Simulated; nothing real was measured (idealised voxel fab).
The process module presented herein is designated voxel fin reveal.
Section shown: cut. Width: 180 nm. Cell size: 5 nm, square.
Format of a cross-section: grid, square cells. Given as bands. Order: top down. Band: one or more rows of cells.
Band: top and bottom heights (nm) first, top before bottom; then materials from left to right, widths in nm. "full width" marks a sole material filling the band edge to edge. "empty" denotes empty space.
For the purposes of this specification, 0 denotes the height below which the wafer in its as-received condition is composed wholly of one material, and the lowermost band, lacking a lower limit, extends downward without end, as expressed in "0..down".
Think of "30..40" as a width that walks from the first number to the second as you go down the band, top row to bottom row, taking equal-sized steps from row to row.
The designation "no alterations made", where it is given for a processing step, indicates that no cell of the cross-section was altered in the course of that step.
Empty spaces without an open route to the top, at least 8 cells in extent, make up the entry "Closed void inventory"; each is given as width x height at distance, where the distance is measured from the left edge, and all are in nm.
Text after the settings on a step's line: the simulator's own remark on that step.
"overlay nm" on a masked step: distance the mask lay right of its planned place, negative for left.

**Intended process steps**
1,RECEIVE with material Si
2,CONFORMAL_DEP with material SiN, thk nm 10
3,PATTERN with tone cover, mask id FINS, material resist, width nm 15, pitch nm 45, thk nm 15, overlay nm 0
4,DIRECTIONAL_ETCH with etch materials SiN, depth nm 10
5,DIRECTIONAL_ETCH with etch materials Si, depth nm 40
6,STRIP with etch materials resist
7,OXIDIZE with depth nm 5
8,FILL_DEP with material SiO2, thk nm 10
9,CMP with height nm 10
10,SELECTIVE_ETCH with etch materials SiO2, depth nm 30
11,STRIP with etch materials SiN
12,CONFORMAL_DEP with material HfO2, thk nm 5

**The first of two wafers, run as planned**

**Received-state cross-section, reflecting completion of step 1**
> 0..down = Si full width
> Closed void inventory: none

**Cross-section through the wafer, step 2 finished**
> 10..0 = SiN full width
> Anything lower than 0 is untouched.

**Cross-section through the wafer, step 3 finished**
> 25..10 = empty=60; resist=15; empty=30; resist=15; empty=60
> Anything lower than 10 is untouched.

**Cross-section through the wafer, step 4 finished**
> 25..10 = empty=60; resist=15; empty=30; resist=15; empty=60
> 10..0 = empty=60; SiN=15; empty=30; SiN=15; empty=60
> Anything lower than 0 is untouched.

**Cross-section through the wafer, step 5 finished**
> 25..10 = empty=60; resist=15; empty=30; resist=15; empty=60
> 10..0 = empty=60; SiN=15; empty=30; SiN=15; empty=60
> 0..-40 = empty=60; Si=15; empty=30; Si=15; empty=60
> Anything lower than -40 is untouched.

**Cross-section through the wafer, step 6 finished**
> 10..0 = empty=60; SiN=15; empty=30; SiN=15; empty=60
> Anything lower than 0 is untouched.

**Cross-section through the wafer, step 7 finished**
> 10..0 = empty=60; SiN=15; empty=30; SiN=15; empty=60
> 0..-40 = empty=60; SiO2=5; Si=5; SiO2=5; empty=30; SiO2=5; Si=5; SiO2=5; empty=60
> -40..-45 = SiO2=65; Si=5; SiO2=40; Si=5; SiO2=65
> Anything lower than -45 is untouched.

**Cross-section through the wafer, step 8 finished**
> 20..10 = SiO2 full width
> 10..0 = SiO2=60; SiN=15; SiO2=30; SiN=15; SiO2=60
> 0..-45 = SiO2=65; Si=5; SiO2=40; Si=5; SiO2=65
> Anything lower than -45 is untouched.

**Cross-section through the wafer, step 9 finished**
> 10..0 = SiO2=60; SiN=15; SiO2=30; SiN=15; SiO2=60
> Anything lower than 0 is untouched.

**Cross-section through the wafer, step 10 finished**
> 10..0 = empty=60; SiN=15; empty=30; SiN=15; empty=60
> 0..-20 = empty=65; Si=5; empty=40; Si=5; empty=65
> Anything lower than -20 is untouched.

**Cross-section through the wafer, step 11 finished**
> 0..-20 = empty=65; Si=5; empty=40; Si=5; empty=65
> Anything lower than -20 is untouched.

**Cross-section through the wafer, step 12 finished**
> 5..0 = empty=60; HfO2=15; empty=30; HfO2=15; empty=60
> 0..-15 = empty=60; HfO2=5; Si=5; HfO2=5; empty=30; HfO2=5; Si=5; HfO2=5; empty=60
> -15..-20 = HfO2=65; Si=5; HfO2=40; Si=5; HfO2=65
> Anything lower than -20 is untouched.

**The second wafer was prepared from the same starting point and under the same plan as the first; its processing contained one mistake, and it remains indistinguishable from the first wafer up to and including step 11**

Second wafer, cut view, end of step 12 per plan: no alterations made
Which mistake was made when the wafer was run? plan step 12 never ran because it was skipped
Heads up, by the end the second wafer has more or fewer cells of some materials compared to the first: HfO2 -52
